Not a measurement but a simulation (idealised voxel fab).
Documented hereafter: the process module known as voxel ribs on slabs.
Shown is cross-section cut, with a width of 205 nm and square cells of size 5 nm.
If you're reading a cross-section in this doc, picture square cells in a grid; it comes to you as bands, top ones listed first down to the bottom, and a band can be one or more rows of cells.
What a band's entry tells you: where the top is and where the bottom is, as heights in nm, and after that what lies inside, material by material from left to right, each with its width in nm. Empty space is written as the word "blank", and a single material marked with the word "all across" occupies the band from edge to edge.
Measure heights from 0. That's the level where, below it, the as-received wafer is all one material. The lowest band is bottomless and extends downward; write it as in "0..down".
Width "30->40": first value at the band's top row of cells, second value at its bottom row, equal change from row to row.
A step reported as "no modification" is a step in which no cell of the cross-section changed.
Heads up: "Closed cavities" only lists the empty pockets with no open path to the top that are 8 cells or more, and it writes them as width x height at distance, distance from the left edge, in nm.
Post-settings text on a step line: simulator's own remark regarding the step.
overlay nm: how far to the right of its planned place the mask lay on this masked step (negative: to the left).
The following list gives the planned process steps
1. op RECEIVE | material Si
2. op DIRECTIONAL_DEP | material SiO2 | thk nm 25
3. op DIRECTIONAL_DEP | material SiN | thk nm 15
4. op DIRECTIONAL_DEP | material aC | thk nm 10
5. op PATTERN | tone cover | mask id RIB | material resist | width nm 20 | thk nm 25 | overlay nm 0
6. op DIRECTIONAL_ETCH | etch materials aC | depth nm 10
7. op STRIP | etch materials resist
8. op DIRECTIONAL_ETCH | etch materials SiN | depth nm 5
9. op STRIP | etch materials aC
10. op MASKED_ETCH | tone cover | mask id SLAB | width nm 60 | etch materials SiN | depth nm 10 | overlay nm 0
11. op FILL_DEP | material SiO2 | thk nm 15
12. op CMP | height nm 50
13. op DIRECTIONAL_DEP | material W | thk nm 10
14. op PATTERN | tone cover | mask id HEATER | material resist | width nm 30 | thk nm 15 | overlay nm 0
15. op DIRECTIONAL_ETCH | etch materials W | depth nm 10
16. op STRIP | etch materials resist
17. op CONFORMAL_DEP | material SiN | thk nm 5
The first of two wafers, run as planned
Here's what the wafer looked like in cross-section when it arrived - that's after step 1
    0..down | Si all across
    Closed cavities: none
Cross-section: wafer state after step 2
    25..0 | SiO2 all across
    Below a height of 0, the structure has not been altered.
Cross-section: wafer state after step 3
    40..25 | SiN all across
    Below a height of 25, the structure has not been altered.
Cross-section: wafer state after step 4
    50..40 | aC all across
    Below a height of 40, the structure has not been altered.
Cross-section: wafer state after step 5
    75..50 | 90 nm blank / 20 nm resist / 95 nm blank
    Below a height of 50, the structure has not been altered.
Cross-section: wafer state after step 6
    65..50 | 90 nm blank / 20 nm resist / 95 nm blank
    50..40 | 90 nm blank / 20 nm aC / 95 nm blank
    Below a height of 40, the structure has not been altered.
Cross-section: wafer state after step 7
    50..40 | 90 nm blank / 20 nm aC / 95 nm blank
    Below a height of 40, the structure has not been altered.
Cross-section: wafer state after step 8
    50..40 | 90 nm blank / 20 nm aC / 95 nm blank
    40..35 | 90 nm blank / 20 nm SiN / 95 nm blank
    Below a height of 35, the structure has not been altered.
Cross-section: wafer state after step 9
    40..35 | 90 nm blank / 20 nm SiN / 95 nm blank
    Below a height of 35, the structure has not been altered.
Cross-section: wafer state after step 10
    40..35 | 90 nm blank / 20 nm SiN / 95 nm blank
    35..25 | 70 nm blank / 60 nm SiN / 75 nm blank
    Below a height of 25, the structure has not been altered.
Cross-section: wafer state after step 11
    55..40 | SiO2 all across
    40..35 | 90 nm SiO2 / 20 nm SiN / 95 nm SiO2
    35..25 | 70 nm SiO2 / 60 nm SiN / 75 nm SiO2
    Below a height of 25, the structure has not been altered.
Cross-section: wafer state after step 12
    50..40 | SiO2 all across
    Below a height of 40, the structure has not been altered.
Cross-section: wafer state after step 13
    60..50 | W all across
    Below a height of 50, the structure has not been altered.
Cross-section: wafer state after step 14
    75..60 | 85 nm blank / 30 nm resist / 90 nm blank
    Below a height of 60, the structure has not been altered.
Cross-section: wafer state after step 15
    75..60 | 85 nm blank / 30 nm resist / 90 nm blank
    60..50 | 85 nm blank / 30 nm W / 90 nm blank
    Below a height of 50, the structure has not been altered.
Cross-section: wafer state after step 16
    60..50 | 85 nm blank / 30 nm W / 90 nm blank
    Below a height of 50, the structure has not been altered.
Cross-section: wafer state after step 17
    65..60 | 80 nm blank / 40 nm SiN / 85 nm blank
    60..55 | 80 nm blank / 5 nm SiN / 30 nm W / 5 nm SiN / 85 nm blank
    55..50 | 85 nm SiN / 30 nm W / 90 nm SiN
    Below a height of 50, the structure has not been altered.
Second Wafer (Identical Start and Plan, One Processing Error; Matches First Wafer Through Step 16)
Cross-sectional representation of the second wafer at the time designated in the plan for the completion of step 17
    65..55 | 80 nm blank / 40 nm W / 85 nm blank
    55..50 | W all across
    Below a height of 50, the structure has not been altered.
What broke from the plan during processing? it should be noted that step 17 was executed with settings other than those planned, the operation and settings actually applied being op CONFORMAL_DEP | material W | thk nm 5
Counted in cells at the end, the second wafer holds more or fewer of these materials than the first: SiN -45; W +45
